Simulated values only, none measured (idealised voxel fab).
process module | voxel self aligned vias
cross-section cut | 220 nm wide | cells 5 nm
A cross-section is a grid of square cells, given in bands from the top down. A band is one or more rows of cells.
Each band's line starts with the height of the band's top and of its bottom, in nm. Then come its materials from left to right, each with its width in nm. One material with "throughout" fills the band from edge to edge. "air" is empty space.
Height 0 is the level under which the wafer as received is all one material. The lowest band goes on downwards, as in "0 down".
A width such as "30 to 40" changes by the same amount from each row of cells to the next, from the band's top row to its bottom row.
"no change" after a step means that no cell of the cross-section changed.
closed voids: empty space of 8 cells or more with no open way to the top, each as width x height at its distance from the left edge, in nm
after a step's settings: what the simulator itself notes on the step
overlay nm, on a step with a mask: how far to the right of its planned place the mask lay; to the left if negative
plan
1 op RECEIVE | material Si
2 op CONFORMAL_DEP | material SiO2 | thk nm 15
3 op CONFORMAL_DEP | material SiCN | thk nm 5
4 op DIRECTIONAL_DEP | material lowk | thk nm 30
5 op MASKED_ETCH | tone open | mask id LINES | width nm 25 | pitch nm 50 | etch materials lowk | depth nm 30 | overlay nm 0
6 op CONFORMAL_DEP | material TiN | thk nm 5
7 op FILL_DEP | material W | thk nm 5
8 op CMP | height nm 50
9 op SELECTIVE_ETCH | etch materials W Ru TiN | depth nm 5
10 op FILL_DEP | material SiN | thk nm 10
11 op CMP | height nm 50
12 op DIRECTIONAL_DEP | material lowk | thk nm 20
13 op PATTERN | tone open | mask id VIAS | material resist | width nm 35 | pitch nm 50 | thk nm 15 | overlay nm 0
14 op DIRECTIONAL_ETCH | etch materials lowk | depth nm 20
15 op DIRECTIONAL_ETCH | etch materials SiN | depth nm 5
16 op STRIP | etch materials resist
17 op CONFORMAL_DEP | material TiN | thk nm 5
18 op FILL_DEP | material Cu | thk nm 5
19 op CMP | height nm 70
20 op CONFORMAL_DEP | material SiN | thk nm 5
as received, after step 1
  0 down: Si throughout
  closed voids: none
first wafer at the end, as planned
  75 to 70: SiN throughout
  70 to 55: lowk 40 | TiN 5 | Cu 25 | TiN 5 | lowk 15 | TiN 5 | Cu 25 | TiN 5 | lowk 15 | TiN 5 | Cu 25 | TiN 5 | lowk 45
  55 to 50: lowk 40 | TiN 10 | Cu 15 | TiN 10 | lowk 15 | TiN 10 | Cu 15 | TiN 10 | lowk 15 | TiN 10 | Cu 15 | TiN 10 | lowk 45
  50 to 45: lowk 45 | TiN 25 | lowk 25 | TiN 25 | lowk 25 | TiN 25 | lowk 50
  45 to 25: lowk 45 | TiN 5 | W 15 | TiN 5 | lowk 25 | TiN 5 | W 15 | TiN 5 | lowk 25 | TiN 5 | W 15 | TiN 5 | lowk 50
  25 to 20: lowk 45 | TiN 25 | lowk 25 | TiN 25 | lowk 25 | TiN 25 | lowk 50
  20 to 15: SiCN throughout
  15 to 0: SiO2 throughout
  0 down: Si throughout
  closed voids: none
second wafer at the end: like start, like plan, one mistake
  75 to 70: SiN throughout
  70 to 50: lowk 40 | TiN 5 | Cu 25 | TiN 5 | lowk 15 | TiN 5 | Cu 25 | TiN 5 | lowk 15 | TiN 5 | Cu 25 | TiN 5 | lowk 45
  50 to 45: lowk 40 | TiN 35 | lowk 15 | TiN 35 | lowk 15 | TiN 35 | lowk 45
  45 to 30: lowk 40 | TiN 10 | W 15 | TiN 10 | lowk 15 | TiN 10 | W 15 | TiN 10 | lowk 15 | TiN 10 | W 15 | TiN 10 | lowk 45
  30 to 25: lowk 45 | TiN 5 | W 15 | TiN 5 | lowk 25 | TiN 5 | W 15 | TiN 5 | lowk 25 | TiN 5 | W 15 | TiN 5 | lowk 50
  25 to 20: lowk 45 | TiN 25 | lowk 25 | TiN 25 | lowk 25 | TiN 25 | lowk 50
  20 to 15: SiCN throughout
  15 to 0: SiO2 throughout
  0 down: Si throughout
  closed voids: none
what went wrong: step 14 was run twice
at the end the second wafer has, in cells: 6 more of Cu | 18 more of TiN | 24 fewer of lowk
